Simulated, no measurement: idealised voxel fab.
The name of this process module is voxel wiring stack.
275 nm wide, 5 nm square cells: that's cross-section cut.
Bands, listed from the top down, are how a cross-section gets written in this document; the cross-section itself is a grid of square cells, and a band is one or more rows of them. Band entry format. Leading values: height of top, height of bottom, nm. Remainder: materials in left-to-right order, each with its width in nm. Special words: "all across" on a single material, which then fills the band edge to edge; "blank", empty space. Height 0 is the level under which the wafer as received is all one material. The lowest band goes on downwards, as in "from 0 down". Width: "30->40" (first number = top row, second number = bottom row, same change from row to row of cells). Where a step carries "nothing changed", the cross-section came out of it unchanged, cell for cell. Reported under the label "Listed closed voids" are the empty spaces having no open way to the top and comprising 8 cells or more; the notation for each is width x height at distance, in which the distance is measured from the left edge and all three values are in nm. after a step's settings: what the simulator itself notes on the step. The line of a step may include "overlay nm". On a step with a mask, this value is how far to the right of its planned place the mask lay. A negative value means the mask lay to the left.
THE FOLLOWING LIST GIVES THE PLANNED PROCESS STEPS
1) RECEIVE (material Si)
2) CONFORMAL_DEP (material SiO2; thk nm 15)
3) DIRECTIONAL_DEP (material TiN; thk nm 5)
4) DIRECTIONAL_DEP (material W; thk nm 25)
5) DIRECTIONAL_DEP (material aC; thk nm 10)
6) PATTERN (tone cover; mask id METAL_1; material resist; width nm 25; pitch nm 55; thk nm 30; overlay nm 0)
7) DIRECTIONAL_ETCH (etch materials aC; depth nm 10)
8) STRIP (etch materials resist)
9) DIRECTIONAL_ETCH (etch materials W; depth nm 25)
10) DIRECTIONAL_ETCH (etch materials TiN; depth nm 5)
11) STRIP (etch materials aC)
12) FILL_DEP (material SiO2; thk nm 5)
13) CMP (height nm 45)
14) CONFORMAL_DEP (material SiCN; thk nm 5)
15) DIRECTIONAL_DEP (material SiO2; thk nm 15)
16) DIRECTIONAL_DEP (material aC; thk nm 15)
17) PATTERN (tone open; mask id PLUG_1; material resist; width nm 15; pitch nm 110; thk nm 35; overlay nm 0)
18) DIRECTIONAL_ETCH (etch materials aC; depth nm 15)
19) STRIP (etch materials resist)
20) DIRECTIONAL_ETCH (etch materials SiO2; depth nm 15)
21) DIRECTIONAL_ETCH (etch materials SiCN; depth nm 5)
22) STRIP (etch materials aC)
23) CONFORMAL_DEP (material TiN; thk nm 5)
24) FILL_DEP (material Cu; thk nm 10)
25) CMP (height nm 65)
26) DIRECTIONAL_DEP (material TiN; thk nm 5)
27) DIRECTIONAL_DEP (material W; thk nm 15)
28) PATTERN (tone cover; mask id METAL_2; material resist; width nm 25; pitch nm 55; thk nm 20; overlay nm 0)
29) DIRECTIONAL_ETCH (etch materials W; depth nm 15)
30) DIRECTIONAL_ETCH (etch materials TiN; depth nm 5)
31) STRIP (etch materials resist)
32) CONFORMAL_DEP (material SiCN; thk nm 5)
33) FILL_DEP (material SiO2; thk nm 10)
34) CMP (height nm 85)
35) CONFORMAL_DEP (material SiCN; thk nm 5)
36) DIRECTIONAL_DEP (material SiO2; thk nm 25)
37) PATTERN (tone open; mask id METAL_3; material resist; width nm 25; pitch nm 55; thk nm 20; overlay nm 0)
38) DIRECTIONAL_ETCH (etch materials SiO2; depth nm 15)
39) STRIP (etch materials resist)
40) PATTERN (tone open; mask id METAL_3_HOLES; material resist; width nm 15; pitch nm 55; thk nm 20; overlay nm 0)
41) DIRECTIONAL_ETCH (etch materials SiO2; depth nm 10)
42) DIRECTIONAL_ETCH (etch materials SiCN; depth nm 5)
43) STRIP (etch materials resist)
44) CONFORMAL_DEP (material TiN; thk nm 5)
45) FILL_DEP (material Ru; thk nm 5)
46) CMP (height nm 115)
47) CONFORMAL_DEP (material SiCN; thk nm 5)
48) DIRECTIONAL_DEP (material lowk; thk nm 30)
49) DIRECTIONAL_DEP (material aC; thk nm 15)
50) PATTERN (tone open; mask id METAL_4; material resist; width nm 25; pitch nm 55; thk nm 35; overlay nm 0)
51) DIRECTIONAL_ETCH (etch materials aC; depth nm 15)
52) STRIP (etch materials resist)
53) DIRECTIONAL_ETCH (etch materials lowk; depth nm 15)
54) STRIP (etch materials aC)
55) DIRECTIONAL_DEP (material aC; thk nm 10)
56) PATTERN (tone open; mask id METAL_4_HOLES; material resist; width nm 15; pitch nm 55; thk nm 25; overlay nm 0)
57) DIRECTIONAL_ETCH (etch materials aC; depth nm 10)
58) STRIP (etch materials resist)
59) DIRECTIONAL_ETCH (etch materials lowk; depth nm 15)
60) DIRECTIONAL_ETCH (etch materials SiCN; depth nm 5)
61) STRIP (etch materials aC)
62) CONFORMAL_DEP (material TiN; thk nm 5)
63) FILL_DEP (material Cu; thk nm 10)
64) CMP (height nm 150)
65) CONFORMAL_DEP (material SiN; thk nm 5)
RECEIVED-STATE CROSS-SECTION, REFLECTING COMPLETION OF STEP 1
> from 0 down  Si all across
> Listed closed voids: none
RESULT OF THE MODULE, CROSS-SECTIONED: START PER ABOVE, PLAN PER ABOVE, ONE ERROR IN HOW IT WAS RUN
> from 155 to 150  SiN all across
> from 150 to 140  lowk=40  TiN=5  Cu=15  TiN=5  lowk=30  TiN=5  Cu=15  TiN=5  lowk=30  TiN=5  Cu=15  TiN=5  lowk=30  TiN=5  Cu=15  TiN=5  lowk=45
> from 140 to 135  lowk=40  TiN=5  Cu=5  TiN=15  lowk=30  TiN=5  Cu=5  TiN=15  lowk=30  TiN=5  Cu=5  TiN=15  lowk=30  TiN=5  Cu=5  TiN=15  lowk=45
> from 135 to 120  lowk=40  TiN=5  Cu=5  TiN=5  lowk=40  TiN=5  Cu=5  TiN=5  lowk=40  TiN=5  Cu=5  TiN=5  lowk=40  TiN=5  Cu=5  TiN=5  lowk=55
> from 120 to 115  SiCN=40  TiN=15  SiCN=40  TiN=15  SiCN=40  TiN=15  SiCN=40  TiN=15  SiCN=55
> from 115 to 90  SiO2 all across
> from 90 to 85  SiCN all across
> from 85 to 70  SiO2=35  SiCN=5  W=25  SiCN=5  SiO2=20  SiCN=5  W=25  SiCN=5  SiO2=20  SiCN=5  W=25  SiCN=5  SiO2=20  SiCN=5  W=25  SiCN=5  SiO2=40
> from 70 to 65  SiCN=40  TiN=25  SiCN=30  TiN=25  SiCN=30  TiN=25  SiCN=30  TiN=25  SiCN=45
> from 65 to 50  SiO2=40  TiN=5  Cu=5  TiN=5  SiO2=95  TiN=5  Cu=5  TiN=5  SiO2=110
> from 50 to 45  SiCN=40  TiN=15  SiCN=95  TiN=15  SiCN=110
> from 45 to 20  SiO2=40  W=25  SiO2=30  W=25  SiO2=30  W=25  SiO2=30  W=25  SiO2=45
> from 20 to 15  SiO2=40  TiN=25  SiO2=30  TiN=25  SiO2=30  TiN=25  SiO2=30  TiN=25  SiO2=45
> from 15 to 0  SiO2 all across
> from 0 down  Si all across
> Listed closed voids: none
Short version of what went wrong: the plan's step 36 ran twice
